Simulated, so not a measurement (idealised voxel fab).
Proc. module: voxel self aligned vias
The cross-section shown here is cut; it is 225 nm wide and divided into square cells measuring 5 nm on a side.
In this document a cross-section is written as a grid of square cells. It is given as a series of bands, listed from the top down, and a band is one or more rows of cells.
The band entry comprises the height of the band's top followed by the height of its bottom, expressed in nm, and subsequently the band's materials from left to right, each stated together with its width in nm. Where a single material is marked with the word "throughout", that material fills the band from edge to edge. The word "blank" represents empty space.
Convention: height 0 is the level below which the wafer, as received, is all one material. The lowest band does not terminate at the bottom but continues downward, represented as "top 0, no bottom".
It should be noted that a width expressed as "30->40" varies in equal increments from row to row of cells within the band, taking the value of the first number at the top row and that of the second number at the bottom row.
For the purposes of this document, the phrase "no alterations made" attached to a step denotes that no cell within the cross-section was modified by that step.
"Closed empty spaces" - sealed voids, min. 8 cells, no opening to top; format: width x height at distance (distance from left edge; nm throughout).
The remark found on a step's line after its settings is issued by the simulator itself and pertains to that step.
overlay nm, on a step with a mask: how far to the right of its planned place the mask lay; to the left if negative

Steps planned for the process
| 1 | RECEIVE | material Si |
| 2 | CONFORMAL_DEP | material SiO2 | thk nm 15 |
| 3 | CONFORMAL_DEP | material SiCN | thk nm 5 |
| 4 | DIRECTIONAL_DEP | material SiO2 | thk nm 20 |
| 5 | DIRECTIONAL_DEP | material aC | thk nm 10 |
| 6 | PATTERN | tone open | mask id LINES | material resist | width nm 20 | pitch nm 45 | thk nm 25 | overlay nm 0 |
| 7 | DIRECTIONAL_ETCH | etch materials aC | depth nm 10 |
| 8 | STRIP | etch materials resist |
| 9 | DIRECTIONAL_ETCH | etch materials SiO2 | depth nm 20 |
| 10 | STRIP | etch materials aC |
| 11 | CONFORMAL_DEP | material TiN | thk nm 5 |
| 12 | FILL_DEP | material Ru | thk nm 10 |
| 13 | CMP | height nm 40 |
| 14 | SELECTIVE_ETCH | etch materials W Ru TiN | depth nm 5 |
| 15 | FILL_DEP | material SiN | thk nm 10 |
| 16 | CMP | height nm 40 |
| 17 | DIRECTIONAL_DEP | material SiO2 | thk nm 20 |
| 18 | MASKED_ETCH | tone open | mask id VIAS | width nm 30 | etch materials SiO2 | depth nm 20 | overlay nm 0 |
| 19 | MASKED_ETCH | tone open | mask id VIAS | width nm 30 | etch materials SiN | depth nm 5 | overlay nm 0 |
| 20 | CONFORMAL_DEP | material TiN | thk nm 5 |
| 21 | FILL_DEP | material Ru | thk nm 5 |
| 22 | CMP | height nm 60 |
| 23 | CONFORMAL_DEP | material SiCN | thk nm 5 |

Of two wafers, the first: run according to plan

This is the cross-section of the wafer as we received it, i.e. after step 1
top 0, no bottom  Si throughout
Closed empty spaces: none

Sectional view: wafer, after step 2
top 15, bottom 0  SiO2 throughout
At heights below 0, the structure remains unaltered.

Sectional view: wafer, after step 3
top 20, bottom 15  SiCN throughout
At heights below 15, the structure remains unaltered.

Sectional view: wafer, after step 4
top 40, bottom 20  SiO2 throughout
At heights below 20, the structure remains unaltered.

Sectional view: wafer, after step 5
top 50, bottom 40  aC throughout
At heights below 40, the structure remains unaltered.

Sectional view: wafer, after step 6
top 75, bottom 50  80 nm resist / 20 nm blank / 25 nm resist / 20 nm blank / 80 nm resist
At heights below 50, the structure remains unaltered.

Sectional view: wafer, after step 7
top 65, bottom 50  80 nm resist / 20 nm blank / 25 nm resist / 20 nm blank / 80 nm resist
top 50, bottom 40  80 nm aC / 20 nm blank / 25 nm aC / 20 nm blank / 80 nm aC
At heights below 40, the structure remains unaltered.

Sectional view: wafer, after step 8
top 50, bottom 40  80 nm aC / 20 nm blank / 25 nm aC / 20 nm blank / 80 nm aC
At heights below 40, the structure remains unaltered.

Sectional view: wafer, after step 9
top 50, bottom 40  80 nm aC / 20 nm blank / 25 nm aC / 20 nm blank / 80 nm aC
top 40, bottom 20  80 nm SiO2 / 20 nm blank / 25 nm SiO2 / 20 nm blank / 80 nm SiO2
At heights below 20, the structure remains unaltered.

Sectional view: wafer, after step 10
top 40, bottom 20  80 nm SiO2 / 20 nm blank / 25 nm SiO2 / 20 nm blank / 80 nm SiO2
At heights below 20, the structure remains unaltered.

Sectional view: wafer, after step 11
top 45, bottom 40  85 nm TiN / 10 nm blank / 35 nm TiN / 10 nm blank / 85 nm TiN
top 40, bottom 25  80 nm SiO2 / 5 nm TiN / 10 nm blank / 5 nm TiN / 25 nm SiO2 / 5 nm TiN / 10 nm blank / 5 nm TiN / 80 nm SiO2
top 25, bottom 20  80 nm SiO2 / 20 nm TiN / 25 nm SiO2 / 20 nm TiN / 80 nm SiO2
At heights below 20, the structure remains unaltered.

Sectional view: wafer, after step 12
top 55, bottom 45  Ru throughout
top 45, bottom 40  85 nm TiN / 10 nm Ru / 35 nm TiN / 10 nm Ru / 85 nm TiN
top 40, bottom 25  80 nm SiO2 / 5 nm TiN / 10 nm Ru / 5 nm TiN / 25 nm SiO2 / 5 nm TiN / 10 nm Ru / 5 nm TiN / 80 nm SiO2
At heights below 25, the structure remains unaltered.

Sectional view: wafer, after step 13
top 40, bottom 25  80 nm SiO2 / 5 nm TiN / 10 nm Ru / 5 nm TiN / 25 nm SiO2 / 5 nm TiN / 10 nm Ru / 5 nm TiN / 80 nm SiO2
At heights below 25, the structure remains unaltered.

Sectional view: wafer, after step 14
top 40, bottom 35  80 nm SiO2 / 20 nm blank / 25 nm SiO2 / 20 nm blank / 80 nm SiO2
At heights below 35, the structure remains unaltered.

Sectional view: wafer, after step 15
top 50, bottom 40  SiN throughout
top 40, bottom 35  80 nm SiO2 / 20 nm SiN / 25 nm SiO2 / 20 nm SiN / 80 nm SiO2
At heights below 35, the structure remains unaltered.

Sectional view: wafer, after step 16
top 40, bottom 35  80 nm SiO2 / 20 nm SiN / 25 nm SiO2 / 20 nm SiN / 80 nm SiO2
At heights below 35, the structure remains unaltered.

Sectional view: wafer, after step 17
top 60, bottom 40  SiO2 throughout
At heights below 40, the structure remains unaltered.

Sectional view: wafer, after step 18
top 60, bottom 40  75 nm SiO2 / 30 nm blank / 120 nm SiO2
At heights below 40, the structure remains unaltered.

Sectional view: wafer, after step 19
top 60, bottom 40  75 nm SiO2 / 30 nm blank / 120 nm SiO2
top 40, bottom 35  80 nm SiO2 / 20 nm blank / 25 nm SiO2 / 20 nm SiN / 80 nm SiO2
At heights below 35, the structure remains unaltered.

Sectional view: wafer, after step 20
top 65, bottom 60  80 nm TiN / 20 nm blank / 125 nm TiN
top 60, bottom 45  75 nm SiO2 / 5 nm TiN / 20 nm blank / 5 nm TiN / 120 nm SiO2
top 45, bottom 40  75 nm SiO2 / 10 nm TiN / 10 nm blank / 10 nm TiN / 120 nm SiO2
top 40, bottom 35  80 nm SiO2 / 20 nm TiN / 25 nm SiO2 / 20 nm SiN / 80 nm SiO2
At heights below 35, the structure remains unaltered.

Sectional view: wafer, after step 21
top 70, bottom 65  Ru throughout
top 65, bottom 60  80 nm TiN / 20 nm Ru / 125 nm TiN
top 60, bottom 45  75 nm SiO2 / 5 nm TiN / 20 nm Ru / 5 nm TiN / 120 nm SiO2
top 45, bottom 40  75 nm SiO2 / 10 nm TiN / 10 nm Ru / 10 nm TiN / 120 nm SiO2
At heights below 40, the structure remains unaltered.

Sectional view: wafer, after step 22
top 60, bottom 45  75 nm SiO2 / 5 nm TiN / 20 nm Ru / 5 nm TiN / 120 nm SiO2
At heights below 45, the structure remains unaltered.

Sectional view: wafer, after step 23
top 65, bottom 60  SiCN throughout
At heights below 60, the structure remains unaltered.

Wafer two. Identical start, identical plan. One mistake in execution. Identical history through step 1

Second wafer cross-section, taken as of the time the plan sets for step 2 to be done
top 25, bottom 0  SiO2 throughout
At heights below 0, the structure remains unaltered.

Second wafer cross-section, taken as of the time the plan sets for step 3 to be done
top 30, bottom 25  SiCN throughout
At heights below 25, the structure remains unaltered.

Second wafer cross-section, taken as of the time the plan sets for step 4 to be done
top 50, bottom 30  SiO2 throughout
At heights below 30, the structure remains unaltered.

Second wafer cross-section, taken as of the time the plan sets for step 5 to be done
top 60, bottom 50  aC throughout
At heights below 50, the structure remains unaltered.

Second wafer cross-section, taken as of the time the plan sets for step 6 to be done
top 85, bottom 60  80 nm resist / 20 nm blank / 25 nm resist / 20 nm blank / 80 nm resist
At heights below 60, the structure remains unaltered.

Second wafer cross-section, taken as of the time the plan sets for step 7 to be done
top 75, bottom 60  80 nm resist / 20 nm blank / 25 nm resist / 20 nm blank / 80 nm resist
top 60, bottom 50  80 nm aC / 20 nm blank / 25 nm aC / 20 nm blank / 80 nm aC
At heights below 50, the structure remains unaltered.

Second wafer cross-section, taken as of the time the plan sets for step 8 to be done
top 60, bottom 50  80 nm aC / 20 nm blank / 25 nm aC / 20 nm blank / 80 nm aC
At heights below 50, the structure remains unaltered.

Second wafer cross-section, taken as of the time the plan sets for step 9 to be done
top 60, bottom 50  80 nm aC / 20 nm blank / 25 nm aC / 20 nm blank / 80 nm aC
top 50, bottom 30  80 nm SiO2 / 20 nm blank / 25 nm SiO2 / 20 nm blank / 80 nm SiO2
At heights below 30, the structure remains unaltered.

Second wafer cross-section, taken as of the time the plan sets for step 10 to be done
top 50, bottom 30  80 nm SiO2 / 20 nm blank / 25 nm SiO2 / 20 nm blank / 80 nm SiO2
At heights below 30, the structure remains unaltered.

Second wafer cross-section, taken as of the time the plan sets for step 11 to be done
top 55, bottom 50  85 nm TiN / 10 nm blank / 35 nm TiN / 10 nm blank / 85 nm TiN
top 50, bottom 35  80 nm SiO2 / 5 nm TiN / 10 nm blank / 5 nm TiN / 25 nm SiO2 / 5 nm TiN / 10 nm blank / 5 nm TiN / 80 nm SiO2
top 35, bottom 30  80 nm SiO2 / 20 nm TiN / 25 nm SiO2 / 20 nm TiN / 80 nm SiO2
At heights below 30, the structure remains unaltered.

Second wafer cross-section, taken as of the time the plan sets for step 12 to be done
top 65, bottom 55  Ru throughout
top 55, bottom 50  85 nm TiN / 10 nm Ru / 35 nm TiN / 10 nm Ru / 85 nm TiN
top 50, bottom 35  80 nm SiO2 / 5 nm TiN / 10 nm Ru / 5 nm TiN / 25 nm SiO2 / 5 nm TiN / 10 nm Ru / 5 nm TiN / 80 nm SiO2
At heights below 35, the structure remains unaltered.

Second wafer cross-section, taken as of the time the plan sets for step 13 to be done
top 40, bottom 35  80 nm SiO2 / 5 nm TiN / 10 nm Ru / 5 nm TiN / 25 nm SiO2 / 5 nm TiN / 10 nm Ru / 5 nm TiN / 80 nm SiO2
At heights below 35, the structure remains unaltered.

Second wafer cross-section, taken as of the time the plan sets for step 14 to be done
top 40, bottom 35  80 nm SiO2 / 20 nm blank / 25 nm SiO2 / 20 nm blank / 80 nm SiO2
At heights below 35, the structure remains unaltered.

Second wafer cross-section, taken as of the time the plan sets for step 15 to be done
top 50, bottom 40  SiN throughout
top 40, bottom 35  80 nm SiO2 / 20 nm SiN / 25 nm SiO2 / 20 nm SiN / 80 nm SiO2
At heights below 35, the structure remains unaltered.

Second wafer cross-section, taken as of the time the plan sets for step 16 to be done
top 40, bottom 35  80 nm SiO2 / 20 nm SiN / 25 nm SiO2 / 20 nm SiN / 80 nm SiO2
At heights below 35, the structure remains unaltered.

Second wafer cross-section, taken as of the time the plan sets for step 17 to be done
top 60, bottom 40  SiO2 throughout
At heights below 40, the structure remains unaltered.

Second wafer cross-section, taken as of the time the plan sets for step 18 to be done
top 60, bottom 40  75 nm SiO2 / 30 nm blank / 120 nm SiO2
At heights below 40, the structure remains unaltered.

Second wafer cross-section, taken as of the time the plan sets for step 19 to be done
top 60, bottom 40  75 nm SiO2 / 30 nm blank / 120 nm SiO2
top 40, bottom 35  80 nm SiO2 / 20 nm blank / 25 nm SiO2 / 20 nm SiN / 80 nm SiO2
At heights below 35, the structure remains unaltered.

Second wafer cross-section, taken as of the time the plan sets for step 20 to be done
top 65, bottom 60  80 nm TiN / 20 nm blank / 125 nm TiN
top 60, bottom 45  75 nm SiO2 / 5 nm TiN / 20 nm blank / 5 nm TiN / 120 nm SiO2
top 45, bottom 40  75 nm SiO2 / 10 nm TiN / 10 nm blank / 10 nm TiN / 120 nm SiO2
top 40, bottom 35  80 nm SiO2 / 20 nm TiN / 25 nm SiO2 / 20 nm SiN / 80 nm SiO2
At heights below 35, the structure remains unaltered.

Second wafer cross-section, taken as of the time the plan sets for step 21 to be done
top 70, bottom 65  Ru throughout
top 65, bottom 60  80 nm TiN / 20 nm Ru / 125 nm TiN
top 60, bottom 45  75 nm SiO2 / 5 nm TiN / 20 nm Ru / 5 nm TiN / 120 nm SiO2
top 45, bottom 40  75 nm SiO2 / 10 nm TiN / 10 nm Ru / 10 nm TiN / 120 nm SiO2
At heights below 40, the structure remains unaltered.

Second wafer cross-section, taken as of the time the plan sets for step 22 to be done
top 60, bottom 45  75 nm SiO2 / 5 nm TiN / 20 nm Ru / 5 nm TiN / 120 nm SiO2
At heights below 45, the structure remains unaltered.

Second wafer cross-section, taken as of the time the plan sets for step 23 to be done
top 65, bottom 60  SiCN throughout
At heights below 60, the structure remains unaltered.
Misprocessing identified: in deviation from the planned setting, step 2 was conducted as CONFORMAL_DEP | material SiO2 | thk nm 25
Heads up, by the end the second wafer has more or fewer cells of some materials compared to the first: Ru -8, SiO2 +16, TiN -8
